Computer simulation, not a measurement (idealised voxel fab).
The process module presented herein is designated voxel wiring stack.
For reference, the cross-section in this document is cut, with width 260 nm and square cells of 5 nm.
Heads up, the way a cross-section reads in here is a grid of square cells, handed over as bands from the top down, with every band being one or more rows of cells. The entry gives the band's vertical extent as a top height and a bottom height in nm, then its horizontal make-up as materials from left to right, each with a width in nm. "air" stands for empty space; a single material marked "edge to edge" fills the band edge to edge. Where do heights start? At 0: under that level the wafer as delivered is made of one material only. And the lowest band has no floor; it just carries on downward, as in "0 down". Think of "30..40" as a width that walks from the first number to the second as you go down the band, top row to bottom row, taking equal-sized steps from row to row. No cell of the cross-section changed in a step that is given as "nothing changed". So "Fully closed voids" is basically the list of trapped voids: any empty space of 8 cells or more that can't reach the top through an opening. They're written width x height at distance, the distance being from the left edge, and it's all nm. Where a step's line continues beyond its settings, the continuation is a remark by the simulator itself on that step. overlay nm, on a step with a mask: how far to the right of its planned place the mask lay; to the left if negative. In what follows, pairs of cross-sections are presented, each taken before and after one process step, with the after cross-section shown only down to the lowest band that was altered; the step, together with its settings, is stated below the pair. The pairs may stem from different runs of this module on the same starting wafer; accordingly, a pair should be taken as continuing from the one above it solely where its entry headed "State before step" indicates as much.
### State before step
	110 to 90  resist 95 nm, then air 15 nm, then resist 150 nm
	90 to 75  aC 95 nm, then air 15 nm, then aC 150 nm
	75 to 50  lowk edge to edge
	50 to 45  SiCN edge to edge
	45 to 20  lowk 85 nm, then Ru 20 nm, then lowk 30 nm, then Ru 20 nm, then lowk 105 nm
	20 to 15  lowk 85 nm, then TiN 20 nm, then lowk 30 nm, then TiN 20 nm, then lowk 105 nm
	15 to 0  SiO2 edge to edge
	0 down  Si edge to edge
	Fully closed voids: none
### Post-Step Section View
	90 to 75  aC 95 nm, then air 15 nm, then aC 150 nm
	below 75: unchanged
	Fully closed voids: none
As a process note, the step between the before and after cross-sections shown above is STRIP | etch materials resist
State before step: it's just the after picture from the pair right above this one.
### Post-Step Section View
	90 to 75  aC 95 nm, then air 15 nm, then aC 150 nm
	75 to 50  lowk 95 nm, then air 15 nm, then lowk 150 nm
	below 50: unchanged
	Fully closed voids: none
As a process note, the step between the before and after cross-sections shown above is DIRECTIONAL_ETCH | etch materials lowk | depth nm 25
State before step: it's just the after picture from the pair right above this one.
### Post-Step Section View
	75 to 50  lowk 95 nm, then air 15 nm, then lowk 150 nm
	below 50: unchanged
	Fully closed voids: none
As a process note, the step between the before and after cross-sections shown above is STRIP | etch materials aC
State before step: it's just the after picture from the pair right above this one.
### Post-Step Section View
	90 to 75  resist 95 nm, then air 20 nm, then resist 30 nm, then air 20 nm, then resist 95 nm
	below 75: unchanged
	Fully closed voids: none
As a process note, the step between the before and after cross-sections shown above is PATTERN | tone open | mask id METAL_2 | material resist | width nm 20 | pitch nm 50 | thk nm 15 | overlay nm 0
State before step: it's just the after picture from the pair right above this one.
### Post-Step Section View
	90 to 75  resist 95 nm, then air 20 nm, then resist 30 nm, then air 20 nm, then resist 95 nm
	75 to 60  lowk 95 nm, then air 20 nm, then lowk 30 nm, then air 20 nm, then lowk 95 nm
	below 60: unchanged
	Fully closed voids: none
As a process note, the step between the before and after cross-sections shown above is DIRECTIONAL_ETCH | etch materials lowk | depth nm 15
State before step: it's just the after picture from the pair right above this one.
### Post-Step Section View
	90 to 75  resist 95 nm, then air 20 nm, then resist 30 nm, then air 20 nm, then resist 95 nm
	75 to 60  lowk 95 nm, then air 20 nm, then lowk 30 nm, then air 20 nm, then lowk 95 nm
	60 to 50  lowk 95 nm, then air 15 nm, then lowk 150 nm
	50 to 45  SiCN 95 nm, then air 15 nm, then SiCN 150 nm
	below 45: unchanged
	Fully closed voids: none
As a process note, the step between the before and after cross-sections shown above is DIRECTIONAL_ETCH | etch materials SiCN | depth nm 5
State before step: it's just the after picture from the pair right above this one.
### Post-Step Section View
	75 to 60  lowk 95 nm, then air 20 nm, then lowk 30 nm, then air 20 nm, then lowk 95 nm
	below 60: unchanged
	Fully closed voids: none
As a process note, the step between the before and after cross-sections shown above is STRIP | etch materials resist
State before step: it's just the after picture from the pair right above this one.
### Post-Step Section View
	80 to 75  TiN 100 nm, then air 10 nm, then TiN 40 nm, then air 10 nm, then TiN 100 nm
	75 to 65  lowk 95 nm, then TiN 5 nm, then air 10 nm, then TiN 5 nm, then lowk 30 nm, then TiN 5 nm, then air 10 nm, then TiN 5 nm, then lowk 95 nm
	65 to 60  lowk 95 nm, then TiN 5 nm, then air 5 nm, then TiN 10 nm, then lowk 30 nm, then TiN 20 nm, then lowk 95 nm
	60 to 50  lowk 95 nm, then TiN 5 nm, then air 5 nm, then TiN 5 nm, then lowk 150 nm
	50 to 45  SiCN 95 nm, then TiN 15 nm, then SiCN 150 nm
	below 45: unchanged
	Fully closed voids: none
As a process note, the step between the before and after cross-sections shown above is CONFORMAL_DEP | material TiN | thk nm 5
State before step: it's just the after picture from the pair right above this one.
### Post-Step Section View
	85 to 80  Cu edge to edge
	80 to 75  TiN 100 nm, then Cu 10 nm, then TiN 40 nm, then Cu 10 nm, then TiN 100 nm
	75 to 65  lowk 95 nm, then TiN 5 nm, then Cu 10 nm, then TiN 5 nm, then lowk 30 nm, then TiN 5 nm, then Cu 10 nm, then TiN 5 nm, then lowk 95 nm
	65 to 60  lowk 95 nm, then TiN 5 nm, then Cu 5 nm, then TiN 10 nm, then lowk 30 nm, then TiN 20 nm, then lowk 95 nm
	60 to 50  lowk 95 nm, then TiN 5 nm, then Cu 5 nm, then TiN 5 nm, then lowk 150 nm
	below 50: unchanged
	Fully closed voids: none
As a process note, the step between the before and after cross-sections shown above is FILL_DEP | material Cu | thk nm 5
State before step: it's just the after picture from the pair right above this one.
### Post-Step Section View
	75 to 65  lowk 95 nm, then TiN 5 nm, then Cu 10 nm, then TiN 5 nm, then lowk 30 nm, then TiN 5 nm, then Cu 10 nm, then TiN 5 nm, then lowk 95 nm
	below 65: unchanged
	Fully closed voids: none
As a process note, the step between the before and after cross-sections shown above is CMP | height nm 75
State before step: it's just the after picture from the pair right above this one.
### Post-Step Section View
	80 to 75  SiCN edge to edge
	below 75: unchanged
	Fully closed voids: none
As a process note, the step between the before and after cross-sections shown above is CONFORMAL_DEP | material SiCN | thk nm 5
State before step: it's just the after picture from the pair right above this one.
### Post-Step Section View
	110 to 80  SiO2 edge to edge
	below 80: unchanged
	Fully closed voids: none
As a process note, the step between the before and after cross-sections shown above is DIRECTIONAL_DEP | material SiO2 | thk nm 30
State before step: it's just the after picture from the pair right above this one.
### Post-Step Section View
	125 to 110  aC edge to edge
	below 110: unchanged
	Fully closed voids: none
As a process note, the step between the before and after cross-sections shown above is DIRECTIONAL_DEP | material aC | thk nm 15
State before step: it's just the after picture from the pair right above this one.
### Post-Step Section View
	160 to 125  resist 95 nm, then air 15 nm, then resist 150 nm
	below 125: unchanged
	Fully closed voids: none
As a process note, the step between the before and after cross-sections shown above is PATTERN | tone open | mask id METAL_3_HOLES | material resist | width nm 15 | thk nm 35 | overlay nm 0
State before step: it's just the after picture from the pair right above this one.
### Post-Step Section View
	145 to 125  resist 95 nm, then air 15 nm, then resist 150 nm
	125 to 110  aC 95 nm, then air 15 nm, then aC 150 nm
	below 110: unchanged
	Fully closed voids: none
As a process note, the step between the before and after cross-sections shown above is DIRECTIONAL_ETCH | etch materials aC | depth nm 15
State before step: it's just the after picture from the pair right above this one.
### Post-Step Section View
	125 to 110  aC 95 nm, then air 15 nm, then aC 150 nm
	below 110: unchanged
	Fully closed voids: none
As a process note, the step between the before and after cross-sections shown above is STRIP | etch materials resist
State before step: it's just the after picture from the pair right above this one.
### Post-Step Section View
	125 to 110  aC 95 nm, then air 15 nm, then aC 150 nm
	110 to 80  SiO2 95 nm, then air 15 nm, then SiO2 150 nm
	below 80: unchanged
	Fully closed voids: none
As a process note, the step between the before and after cross-sections shown above is DIRECTIONAL_ETCH | etch materials SiO2 | depth nm 30
State before step: it's just the after picture from the pair right above this one.
### Post-Step Section View
	110 to 80  SiO2 95 nm, then air 15 nm, then SiO2 150 nm
	below 80: unchanged
	Fully closed voids: none
As a process note, the step between the before and after cross-sections shown above is STRIP | etch materials aC
State before step: it's just the after picture from the pair right above this one.
### Post-Step Section View
	120 to 110  aC 95 nm, then air 15 nm, then aC 150 nm
	110 to 90  SiO2 95 nm, then air 15 nm, then SiO2 150 nm
	90 to 80  SiO2 95 nm, then aC 15 nm, then SiO2 150 nm
	below 80: unchanged
	Fully closed voids: none
As a process note, the step between the before and after cross-sections shown above is DIRECTIONAL_DEP | material aC | thk nm 10
State before step: it's just the after picture from the pair right above this one.
### Post-Step Section View
	150 to 120  resist 95 nm, then air 20 nm, then resist 30 nm, then air 20 nm, then resist 95 nm
	below 120: unchanged
	Fully closed voids: none
As a process note, the step between the before and after cross-sections shown above is PATTERN | tone open | mask id METAL_3 | material resist | width nm 20 | pitch nm 50 | thk nm 30 | overlay nm 0
State before step: it's just the after picture from the pair right above this one.
### Post-Step Section View
	140 to 120  resist 95 nm, then air 20 nm, then resist 30 nm, then air 20 nm, then resist 95 nm
	120 to 110  aC 95 nm, then air 20 nm, then aC 30 nm, then air 20 nm, then aC 95 nm
	110 to 80  SiO2 95 nm, then air 15 nm, then SiO2 150 nm
	below 80: unchanged
	Fully closed voids: none
As a process note, the step between the before and after cross-sections shown above is DIRECTIONAL_ETCH | etch materials aC | depth nm 10
State before step: it's just the after picture from the pair right above this one.
### Post-Step Section View
	120 to 110  aC 95 nm, then air 20 nm, then aC 30 nm, then air 20 nm, then aC 95 nm
	below 110: unchanged
	Fully closed voids: none
As a process note, the step between the before and after cross-sections shown above is STRIP | etch materials resist
State before step: it's just the after picture from the pair right above this one.
### Post-Step Section View
	120 to 110  aC 95 nm, then air 20 nm, then aC 30 nm, then air 20 nm, then aC 95 nm
	110 to 95  SiO2 95 nm, then air 20 nm, then SiO2 30 nm, then air 20 nm, then SiO2 95 nm
	below 95: unchanged
	Fully closed voids: none
As a process note, the step between the before and after cross-sections shown above is DIRECTIONAL_ETCH | etch materials SiO2 | depth nm 15
State before step: it's just the after picture from the pair right above this one.
### Post-Step Section View
	120 to 110  aC 95 nm, then air 20 nm, then aC 30 nm, then air 20 nm, then aC 95 nm
	110 to 95  SiO2 95 nm, then air 20 nm, then SiO2 30 nm, then air 20 nm, then SiO2 95 nm
	95 to 80  SiO2 95 nm, then air 15 nm, then SiO2 150 nm
	80 to 75  SiCN 95 nm, then air 15 nm, then SiCN 150 nm
	below 75: unchanged
	Fully closed voids: none
As a process note, the step between the before and after cross-sections shown above is DIRECTIONAL_ETCH | etch materials SiCN | depth nm 5
State before step: it's just the after picture from the pair right above this one.
### Post-Step Section View
	110 to 95  SiO2 95 nm, then air 20 nm, then SiO2 30 nm, then air 20 nm, then SiO2 95 nm
	below 95: unchanged
	Fully closed voids: none
As a process note, the step between the before and after cross-sections shown above is STRIP | etch materials aC
State before step: it's just the after picture from the pair right above this one.
### Post-Step Section View
	115 to 110  TiN 100 nm, then air 10 nm, then TiN 40 nm, then air 10 nm, then TiN 100 nm
	110 to 100  SiO2 95 nm, then TiN 5 nm, then air 10 nm, then TiN 5 nm, then SiO2 30 nm, then TiN 5 nm, then air 10 nm, then TiN 5 nm, then SiO2 95 nm
	100 to 95  SiO2 95 nm, then TiN 5 nm, then air 5 nm, then TiN 10 nm, then SiO2 30 nm, then TiN 20 nm, then SiO2 95 nm
	95 to 80  SiO2 95 nm, then TiN 5 nm, then air 5 nm, then TiN 5 nm, then SiO2 150 nm
	80 to 75  SiCN 95 nm, then TiN 15 nm, then SiCN 150 nm
	below 75: unchanged
	Fully closed voids: none
As a process note, the step between the before and after cross-sections shown above is CONFORMAL_DEP | material TiN | thk nm 5
State before step: it's just the after picture from the pair right above this one.
### Post-Step Section View
	125 to 115  Cu edge to edge
	115 to 110  TiN 100 nm, then Cu 10 nm, then TiN 40 nm, then Cu 10 nm, then TiN 100 nm
	110 to 100  SiO2 95 nm, then TiN 5 nm, then Cu 10 nm, then TiN 5 nm, then SiO2 30 nm, then TiN 5 nm, then Cu 10 nm, then TiN 5 nm, then SiO2 95 nm
	100 to 95  SiO2 95 nm, then TiN 5 nm, then Cu 5 nm, then TiN 10 nm, then SiO2 30 nm, then TiN 20 nm, then SiO2 95 nm
	95 to 80  SiO2 95 nm, then TiN 5 nm, then Cu 5 nm, then TiN 5 nm, then SiO2 150 nm
	below 80: unchanged
	Fully closed voids: none
As a process note, the step between the before and after cross-sections shown above is FILL_DEP | material Cu | thk nm 10
State before step: it's just the after picture from the pair right above this one.
### Post-Step Section View
	110 to 100  SiO2 95 nm, then TiN 5 nm, then Cu 10 nm, then TiN 5 nm, then SiO2 30 nm, then TiN 5 nm, then Cu 10 nm, then TiN 5 nm, then SiO2 95 nm
	below 100: unchanged
	Fully closed voids: none
As a process note, the step between the before and after cross-sections shown above is CMP | height nm 110
State before step: it's just the after picture from the pair right above this one.
### Post-Step Section View
	115 to 110  SiCN edge to edge
	below 110: unchanged
	Fully closed voids: none
As a process note, the step between the before and after cross-sections shown above is CONFORMAL_DEP | material SiCN | thk nm 5
State before step: it's just the after picture from the pair right above this one.
### Post-Step Section View
	130 to 115  lowk edge to edge
	below 115: unchanged
	Fully closed voids: none
As a process note, the step between the before and after cross-sections shown above is DIRECTIONAL_DEP | material lowk | thk nm 15
State before step: it's just the after picture from the pair right above this one.
### Post-Step Section View
	130 to 115  lowk 95 nm, then air 15 nm, then lowk 150 nm
	below 115: unchanged
	Fully closed voids: none
As a process note, the step between the before and after cross-sections shown above is MASKED_ETCH | tone open | mask id PLUG_3 | width nm 15 | etch materials lowk | depth nm 15 | overlay nm 0
State before step: it's just the after picture from the pair right above this one.
### Post-Step Section View
	130 to 115  lowk 95 nm, then air 15 nm, then lowk 150 nm
	115 to 110  SiCN 95 nm, then air 15 nm, then SiCN 150 nm
	below 110: unchanged
	Fully closed voids: none
As a process note, the step between the before and after cross-sections shown above is MASKED_ETCH | tone open | mask id PLUG_3 | width nm 15 | etch materials SiCN | depth nm 5 | overlay nm 0
State before step: it's just the after picture from the pair right above this one.
### Post-Step Section View
	130 to 120  lowk 95 nm, then air 15 nm, then lowk 150 nm
	120 to 115  lowk 95 nm, then Ru 15 nm, then lowk 150 nm
	115 to 110  SiCN 95 nm, then Ru 15 nm, then SiCN 150 nm
	below 110: unchanged
	Fully closed voids: none
As a process note, the step between the before and after cross-sections shown above is EPI | material Ru | thk nm 10
State before step: it's just the after picture from the pair right above this one.
### Post-Step Section View
	130 to 115  lowk 95 nm, then Ru 15 nm, then lowk 150 nm
	below 115: unchanged
	Fully closed voids: none
As a process note, the step between the before and after cross-sections shown above is EPI | material Ru | thk nm 10
State before step: it's just the after picture from the pair right above this one.
### Post-Step Section View
	135 to 130  TiN edge to edge
	below 130: unchanged
	Fully closed voids: none
As a process note, the step between the before and after cross-sections shown above is DIRECTIONAL_DEP | material TiN | thk nm 5
State before step: it's just the after picture from the pair right above this one.
### Post-Step Section View
	150 to 135  Ru edge to edge
	below 135: unchanged
	Fully closed voids: none
As a process note, the step between the before and after cross-sections shown above is DIRECTIONAL_DEP | material Ru | thk nm 15
State before step: it's just the after picture from the pair right above this one.
### Post-Step Section View
	165 to 150  aC edge to edge
	below 150: unchanged
	Fully closed voids: none
As a process note, the step between the before and after cross-sections shown above is DIRECTIONAL_DEP | material aC | thk nm 15
State before step: it's just the after picture from the pair right above this one.
### Post-Step Section View
	200 to 165  air 95 nm, then resist 20 nm, then air 30 nm, then resist 20 nm, then air 95 nm
	below 165: unchanged
	Fully closed voids: none
As a process note, the step between the before and after cross-sections shown above is PATTERN | tone cover | mask id METAL_4 | material resist | width nm 20 | pitch nm 50 | thk nm 35 | overlay nm 0
State before step: it's just the after picture from the pair right above this one.
### Post-Step Section View
	185 to 165  air 95 nm, then resist 20 nm, then air 30 nm, then resist 20 nm, then air 95 nm
	165 to 150  air 95 nm, then aC 20 nm, then air 30 nm, then aC 20 nm, then air 95 nm
	below 150: unchanged
	Fully closed voids: none
As a process note, the step between the before and after cross-sections shown above is DIRECTIONAL_ETCH | etch materials aC | depth nm 15
State before step: it's just the after picture from the pair right above this one.
### Post-Step Section View
	165 to 150  air 95 nm, then aC 20 nm, then air 30 nm, then aC 20 nm, then air 95 nm
	below 150: unchanged
	Fully closed voids: none
As a process note, the step between the before and after cross-sections shown above is STRIP | etch materials resist
State before step: it's just the after picture from the pair right above this one.
### Post-Step Section View
	165 to 150  air 95 nm, then aC 20 nm, then air 30 nm, then aC 20 nm, then air 95 nm
	150 to 135  air 95 nm, then Ru 20 nm, then air 30 nm, then Ru 20 nm, then air 95 nm
	below 135: unchanged
	Fully closed voids: none
As a process note, the step between the before and after cross-sections shown above is DIRECTIONAL_ETCH | etch materials Ru | depth nm 15
State before step: it's just the after picture from the pair right above this one.
### Post-Step Section View
	165 to 150  air 95 nm, then aC 20 nm, then air 30 nm, then aC 20 nm, then air 95 nm
	150 to 135  air 95 nm, then Ru 20 nm, then air 30 nm, then Ru 20 nm, then air 95 nm
	135 to 130  air 95 nm, then TiN 20 nm, then air 30 nm, then TiN 20 nm, then air 95 nm
	below 130: unchanged
	Fully closed voids: none
As a process note, the step between the before and after cross-sections shown above is DIRECTIONAL_ETCH | etch materials TiN | depth nm 5
State before step: it's just the after picture from the pair right above this one.
### Post-Step Section View
	150 to 135  air 95 nm, then Ru 20 nm, then air 30 nm, then Ru 20 nm, then air 95 nm
	below 135: unchanged
	Fully closed voids: none
As a process note, the step between the before and after cross-sections shown above is STRIP | etch materials aC
State before step: it's just the after picture from the pair right above this one.
### Post-Step Section View
	155 to 150  lowk edge to edge
	150 to 135  lowk 95 nm, then Ru 20 nm, then lowk 30 nm, then Ru 20 nm, then lowk 95 nm
	135 to 130  lowk 95 nm, then TiN 20 nm, then lowk 30 nm, then TiN 20 nm, then lowk 95 nm
	below 130: unchanged
	Fully closed voids: none
As a process note, the step between the before and after cross-sections shown above is FILL_DEP | material lowk | thk nm 5
State before step: it's just the after picture from the pair right above this one.
### Post-Step Section View
	150 to 135  lowk 95 nm, then Ru 20 nm, then lowk 30 nm, then Ru 20 nm, then lowk 95 nm
	below 135: unchanged
	Fully closed voids: none
As a process note, the step between the before and after cross-sections shown above is CMP | height nm 150
State before step: it's just the after picture from the pair right above this one.
### Post-Step Section View
	155 to 150  SiN edge to edge
	below 150: unchanged
	Fully closed voids: none
As a process note, the step between the before and after cross-sections shown above is CONFORMAL_DEP | material SiN | thk nm 5
### State before step
	15 to 0  SiO2 edge to edge
	0 down  Si edge to edge
	Fully closed voids: none
### Post-Step Section View
	20 to 15  aC edge to edge
	below 15: unchanged
	Fully closed voids: none
As a process note, the step between the before and after cross-sections shown above is DIRECTIONAL_DEP | material aC | thk nm 5
State before step: it's just the after picture from the pair right above this one.
### Post-Step Section View
	45 to 20  Ru edge to edge
	below 20: unchanged
	Fully closed voids: none
As a process note, the step between the before and after cross-sections shown above is DIRECTIONAL_DEP | material Ru | thk nm 25
State before step: it's just the after picture from the pair right above this one.
### Post-Step Section View
	65 to 45  air 95 nm, then resist 20 nm, then air 30 nm, then resist 20 nm, then air 95 nm
	below 45: unchanged
	Fully closed voids: none
As a process note, the step between the before and after cross-sections shown above is PATTERN | tone cover | mask id METAL_1 | material resist | width nm 20 | pitch nm 50 | thk nm 20 | overlay nm 0
State before step: it's just the after picture from the pair right above this one.
### Post-Step Section View
	65 to 45  air 95 nm, then resist 20 nm, then air 30 nm, then resist 20 nm, then air 95 nm
	45 to 20  air 95 nm, then Ru 20 nm, then air 30 nm, then Ru 20 nm, then air 95 nm
	below 20: unchanged
	Fully closed voids: none
As a process note, the step between the before and after cross-sections shown above is DIRECTIONAL_ETCH | etch materials Ru | depth nm 25
State before step: it's just the after picture from the pair right above this one.
### Post-Step Section View
	45 to 20  air 95 nm, then Ru 20 nm, then air 30 nm, then Ru 20 nm, then air 95 nm
	below 20: unchanged
	Fully closed voids: none
As a process note, the step between the before and after cross-sections shown above is STRIP | etch materials resist
State before step: it's just the after picture from the pair right above this one.
### Post-Step Section View
	55 to 45  lowk edge to edge
	45 to 20  lowk 95 nm, then Ru 20 nm, then lowk 30 nm, then Ru 20 nm, then lowk 95 nm
	below 20: unchanged
	Fully closed voids: none
As a process note, the step between the before and after cross-sections shown above is FILL_DEP | material lowk | thk nm 10
State before step: it's just the after picture from the pair right above this one.
### Post-Step Section View
	45 to 20  lowk 95 nm, then Ru 20 nm, then lowk 30 nm, then Ru 20 nm, then lowk 95 nm
	below 20: unchanged
	Fully closed voids: none
As a process note, the step between the before and after cross-sections shown above is CMP | height nm 45
State before step: it's just the after picture from the pair right above this one.
### Post-Step Section View
	50 to 45  SiCN edge to edge
	below 45: unchanged
	Fully closed voids: none
As a process note, the step between the before and after cross-sections shown above is CONFORMAL_DEP | material SiCN | thk nm 5
State before step: it's just the after picture from the pair right above this one.
### Post-Step Section View
	75 to 50  lowk edge to edge
	below 50: unchanged
	Fully closed voids: none
As a process note, the step between the before and after cross-sections shown above is DIRECTIONAL_DEP | material lowk | thk nm 25
State before step: it's just the after picture from the pair right above this one.
### Post-Step Section View
	90 to 75  aC edge to edge
	below 75: unchanged
	Fully closed voids: none
As a process note, the step between the before and after cross-sections shown above is DIRECTIONAL_DEP | material aC | thk nm 15
State before step: it's just the after picture from the pair right above this one.
### Post-Step Section View
	125 to 90  resist 95 nm, then air 15 nm, then resist 150 nm
	below 90: unchanged
	Fully closed voids: none
As a process note, the step between the before and after cross-sections shown above is PATTERN | tone open | mask id METAL_2_HOLES | material resist | width nm 15 | thk nm 35 | overlay nm 0
State before step: it's just the after picture from the pair right above this one.
### Post-Step Section View
	110 to 90  resist 95 nm, then air 15 nm, then resist 150 nm
	90 to 75  aC 95 nm, then air 15 nm, then aC 150 nm
	below 75: unchanged
	Fully closed voids: none
As a process note, the step between the before and after cross-sections shown above is DIRECTIONAL_ETCH | etch materials aC | depth nm 15
State before step: it's just the after picture from the pair right above this one.
### Post-Step Section View
	90 to 75  aC 95 nm, then air 15 nm, then aC 150 nm
	below 75: unchanged
	Fully closed voids: none
As a process note, the step between the before and after cross-sections shown above is STRIP | etch materials resist
State before step: it's just the after picture from the pair right above this one.
### Post-Step Section View
	90 to 75  aC 95 nm, then air 15 nm, then aC 150 nm
	75 to 50  lowk 95 nm, then air 15 nm, then lowk 150 nm
	below 50: unchanged
	Fully closed voids: none
As a process note, the step between the before and after cross-sections shown above is DIRECTIONAL_ETCH | etch materials lowk | depth nm 25
State before step: it's just the after picture from the pair right above this one.
### Post-Step Section View
	75 to 50  lowk 95 nm, then air 15 nm, then lowk 150 nm
	below 50: unchanged
	Fully closed voids: none
As a process note, the step between the before and after cross-sections shown above is STRIP | etch materials aC
State before step: it's just the after picture from the pair right above this one.
### Post-Step Section View
	90 to 75  resist 95 nm, then air 20 nm, then resist 30 nm, then air 20 nm, then resist 95 nm
	below 75: unchanged
	Fully closed voids: none
As a process note, the step between the before and after cross-sections shown above is PATTERN | tone open | mask id METAL_2 | material resist | width nm 20 | pitch nm 50 | thk nm 15 | overlay nm 0
State before step: it's just the after picture from the pair right above this one.
### Post-Step Section View
	90 to 75  resist 95 nm, then air 20 nm, then resist 30 nm, then air 20 nm, then resist 95 nm
	75 to 60  lowk 95 nm, then air 20 nm, then lowk 30 nm, then air 20 nm, then lowk 95 nm
	below 60: unchanged
	Fully closed voids: none
As a process note, the step between the before and after cross-sections shown above is DIRECTIONAL_ETCH | etch materials lowk | depth nm 15
State before step: it's just the after picture from the pair right above this one.
### Post-Step Section View
	90 to 75  resist 95 nm, then air 20 nm, then resist 30 nm, then air 20 nm, then resist 95 nm
	75 to 60  lowk 95 nm, then air 20 nm, then lowk 30 nm, then air 20 nm, then lowk 95 nm
	60 to 50  lowk 95 nm, then air 15 nm, then lowk 150 nm
	50 to 45  SiCN 95 nm, then air 15 nm, then SiCN 150 nm
	below 45: unchanged
	Fully closed voids: none
As a process note, the step between the before and after cross-sections shown above is DIRECTIONAL_ETCH | etch materials SiCN | depth nm 5
State before step: it's just the after picture from the pair right above this one.
### Post-Step Section View
	75 to 60  lowk 95 nm, then air 20 nm, then lowk 30 nm, then air 20 nm, then lowk 95 nm
	below 60: unchanged
	Fully closed voids: none
As a process note, the step between the before and after cross-sections shown above is STRIP | etch materials resist
State before step: it's just the after picture from the pair right above this one.
### Post-Step Section View
	80 to 75  TiN 100 nm, then air 10 nm, then TiN 40 nm, then air 10 nm, then TiN 100 nm
	75 to 65  lowk 95 nm, then TiN 5 nm, then air 10 nm, then TiN 5 nm, then lowk 30 nm, then TiN 5 nm, then air 10 nm, then TiN 5 nm, then lowk 95 nm
	65 to 60  lowk 95 nm, then TiN 5 nm, then air 5 nm, then TiN 10 nm, then lowk 30 nm, then TiN 20 nm, then lowk 95 nm
	60 to 50  lowk 95 nm, then TiN 5 nm, then air 5 nm, then TiN 5 nm, then lowk 150 nm
	50 to 45  SiCN 95 nm, then TiN 15 nm, then SiCN 150 nm
	below 45: unchanged
	Fully closed voids: none
As a process note, the step between the before and after cross-sections shown above is CONFORMAL_DEP | material TiN | thk nm 5
State before step: it's just the after picture from the pair right above this one.
### Post-Step Section View
	85 to 80  Cu edge to edge
	80 to 75  TiN 100 nm, then Cu 10 nm, then TiN 40 nm, then Cu 10 nm, then TiN 100 nm
	75 to 65  lowk 95 nm, then TiN 5 nm, then Cu 10 nm, then TiN 5 nm, then lowk 30 nm, then TiN 5 nm, then Cu 10 nm, then TiN 5 nm, then lowk 95 nm
	65 to 60  lowk 95 nm, then TiN 5 nm, then Cu 5 nm, then TiN 10 nm, then lowk 30 nm, then TiN 20 nm, then lowk 95 nm
	60 to 50  lowk 95 nm, then TiN 5 nm, then Cu 5 nm, then TiN 5 nm, then lowk 150 nm
	below 50: unchanged
	Fully closed voids: none
As a process note, the step between the before and after cross-sections shown above is FILL_DEP | material Cu | thk nm 5
State before step: it's just the after picture from the pair right above this one.
### Post-Step Section View
	75 to 65  lowk 95 nm, then TiN 5 nm, then Cu 10 nm, then TiN 5 nm, then lowk 30 nm, then TiN 5 nm, then Cu 10 nm, then TiN 5 nm, then lowk 95 nm
	below 65: unchanged
	Fully closed voids: none
As a process note, the step between the before and after cross-sections shown above is CMP | height nm 75
State before step: it's just the after picture from the pair right above this one.
### Post-Step Section View
	80 to 75  SiCN edge to edge
	below 75: unchanged
	Fully closed voids: none
As a process note, the step between the before and after cross-sections shown above is CONFORMAL_DEP | material SiCN | thk nm 5
State before step: it's just the after picture from the pair right above this one.
### Post-Step Section View
	110 to 80  SiO2 edge to edge
	below 80: unchanged
	Fully closed voids: none
As a process note, the step between the before and after cross-sections shown above is DIRECTIONAL_DEP | material SiO2 | thk nm 30
State before step: it's just the after picture from the pair right above this one.
### Post-Step Section View
	125 to 110  aC edge to edge
	below 110: unchanged
	Fully closed voids: none
As a process note, the step between the before and after cross-sections shown above is DIRECTIONAL_DEP | material aC | thk nm 15
State before step: it's just the after picture from the pair right above this one.
### Post-Step Section View
	160 to 125  resist 95 nm, then air 15 nm, then resist 150 nm
	below 125: unchanged
	Fully closed voids: none
As a process note, the step between the before and after cross-sections shown above is PATTERN | tone open | mask id METAL_3_HOLES | material resist | width nm 15 | thk nm 35 | overlay nm 0
State before step: it's just the after picture from the pair right above this one.
### Post-Step Section View
	145 to 125  resist 95 nm, then air 15 nm, then resist 150 nm
	125 to 110  aC 95 nm, then air 15 nm, then aC 150 nm
	below 110: unchanged
	Fully closed voids: none
As a process note, the step between the before and after cross-sections shown above is DIRECTIONAL_ETCH | etch materials aC | depth nm 15
State before step: it's just the after picture from the pair right above this one.
### Post-Step Section View
	125 to 110  aC 95 nm, then air 15 nm, then aC 150 nm
	below 110: unchanged
	Fully closed voids: none
As a process note, the step between the before and after cross-sections shown above is STRIP | etch materials resist
State before step: it's just the after picture from the pair right above this one.
### Post-Step Section View
	125 to 110  aC 95 nm, then air 15 nm, then aC 150 nm
	110 to 80  SiO2 95 nm, then air 15 nm, then SiO2 150 nm
	below 80: unchanged
	Fully closed voids: none
As a process note, the step between the before and after cross-sections shown above is DIRECTIONAL_ETCH | etch materials SiO2 | depth nm 30
State before step: it's just the after picture from the pair right above this one.
### Post-Step Section View
	110 to 80  SiO2 95 nm, then air 15 nm, then SiO2 150 nm
	below 80: unchanged
	Fully closed voids: none
As a process note, the step between the before and after cross-sections shown above is STRIP | etch materials aC
State before step: it's just the after picture from the pair right above this one.
### Post-Step Section View
	120 to 110  aC 95 nm, then air 15 nm, then aC 150 nm
	110 to 90  SiO2 95 nm, then air 15 nm, then SiO2 150 nm
	90 to 80  SiO2 95 nm, then aC 15 nm, then SiO2 150 nm
	below 80: unchanged
	Fully closed voids: none
As a process note, the step between the before and after cross-sections shown above is DIRECTIONAL_DEP | material aC | thk nm 10
State before step: it's just the after picture from the pair right above this one.
### Post-Step Section View
	150 to 120  resist 95 nm, then air 20 nm, then resist 30 nm, then air 20 nm, then resist 95 nm
	below 120: unchanged
	Fully closed voids: none
As a process note, the step between the before and after cross-sections shown above is PATTERN | tone open | mask id METAL_3 | material resist | width nm 20 | pitch nm 50 | thk nm 30 | overlay nm 0
State before step: it's just the after picture from the pair right above this one.
### Post-Step Section View
	140 to 120  resist 95 nm, then air 20 nm, then resist 30 nm, then air 20 nm, then resist 95 nm
	120 to 110  aC 95 nm, then air 20 nm, then aC 30 nm, then air 20 nm, then aC 95 nm
	110 to 80  SiO2 95 nm, then air 15 nm, then SiO2 150 nm
	below 80: unchanged
	Fully closed voids: none
As a process note, the step between the before and after cross-sections shown above is DIRECTIONAL_ETCH | etch materials aC | depth nm 10
State before step: it's just the after picture from the pair right above this one.
### Post-Step Section View
	120 to 110  aC 95 nm, then air 20 nm, then aC 30 nm, then air 20 nm, then aC 95 nm
	below 110: unchanged
	Fully closed voids: none
As a process note, the step between the before and after cross-sections shown above is STRIP | etch materials resist
State before step: it's just the after picture from the pair right above this one.
### Post-Step Section View
	120 to 110  aC 95 nm, then air 20 nm, then aC 30 nm, then air 20 nm, then aC 95 nm
	110 to 95  SiO2 95 nm, then air 20 nm, then SiO2 30 nm, then air 20 nm, then SiO2 95 nm
	below 95: unchanged
	Fully closed voids: none
As a process note, the step between the before and after cross-sections shown above is DIRECTIONAL_ETCH | etch materials SiO2 | depth nm 15
